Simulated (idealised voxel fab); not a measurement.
process module | voxel trench capacitor
cross-section cut | 145 nm wide | cells 5 nm
A cross-section is a grid of square cells, given in bands from the top down. A band is one or more rows of cells.
Each band's line starts with the height of the band's top and of its bottom, in nm. Then come its materials from left to right, each with its width in nm. One material with "throughout" fills the band from edge to edge. "air" is empty space.
Height 0 is the level under which the wafer as received is all one material. The lowest band goes on downwards, as in "0 down".
A width such as "30 to 40" changes by the same amount from each row of cells to the next, from the band's top row to its bottom row.
"no change" after a step means that no cell of the cross-section changed.
closed voids: empty space of 8 cells or more with no open way to the top, each as width x height at its distance from the left edge, in nm
after a step's settings: what the simulator itself notes on the step
overlay nm, on a step with a mask: how far to the right of its planned place the mask lay; to the left if negative
plan
1 op RECEIVE | material Si
2 op CONFORMAL_DEP | material SiN | thk nm 5
3 op DIRECTIONAL_DEP | material aC | thk nm 15
4 op PATTERN | tone open | mask id TRENCH | material resist | width nm 20 | pitch nm 35 | thk nm 35 | overlay nm 0
5 op DIRECTIONAL_ETCH | etch materials aC | depth nm 15
6 op STRIP | etch materials resist
7 op DIRECTIONAL_ETCH | etch materials SiN | depth nm 5
8 op DIRECTIONAL_ETCH | etch materials Si | depth nm 35
9 op STRIP | etch materials aC
10 op CONFORMAL_DEP | material SiO2 | thk nm 5
11 op FILL_DEP | material polySi | thk nm 10
12 op CMP | height nm 5
as received, after step 1
  0 down: Si throughout
  closed voids: none
first wafer at the end, as planned
  5 to 0: SiN 45 | SiO2 5 | polySi 10 | SiO2 5 | SiN 15 | SiO2 5 | polySi 10 | SiO2 5 | SiN 45
  0 to -30: Si 45 | SiO2 5 | polySi 10 | SiO2 5 | Si 15 | SiO2 5 | polySi 10 | SiO2 5 | Si 45
  -30 to -35: Si 45 | SiO2 20 | Si 15 | SiO2 20 | Si 45
  -35 down: Si throughout
  closed voids: none
second wafer at the end: like start, like plan, one mistake
  5 to 0: polySi 40 | SiO2 5 | SiN 20 | SiO2 5 | polySi 5 | SiO2 5 | SiN 20 | SiO2 5 | polySi 40
  0 to -30: polySi 40 | SiO2 5 | Si 20 | SiO2 5 | polySi 5 | SiO2 5 | Si 20 | SiO2 5 | polySi 40
  -30 to -35: SiO2 45 | Si 20 | SiO2 15 | Si 20 | SiO2 45
  -35 down: Si throughout
  closed voids: none
what went wrong: step 4 ran as: op PATTERN | tone cover | mask id TRENCH | material resist | width nm 20 | pitch nm 35 | thk nm 35 | overlay nm 0
at the end the second wafer has, in cells: 91 fewer of Si | 13 fewer of SiN | 13 more of SiO2 | 91 more of polySi
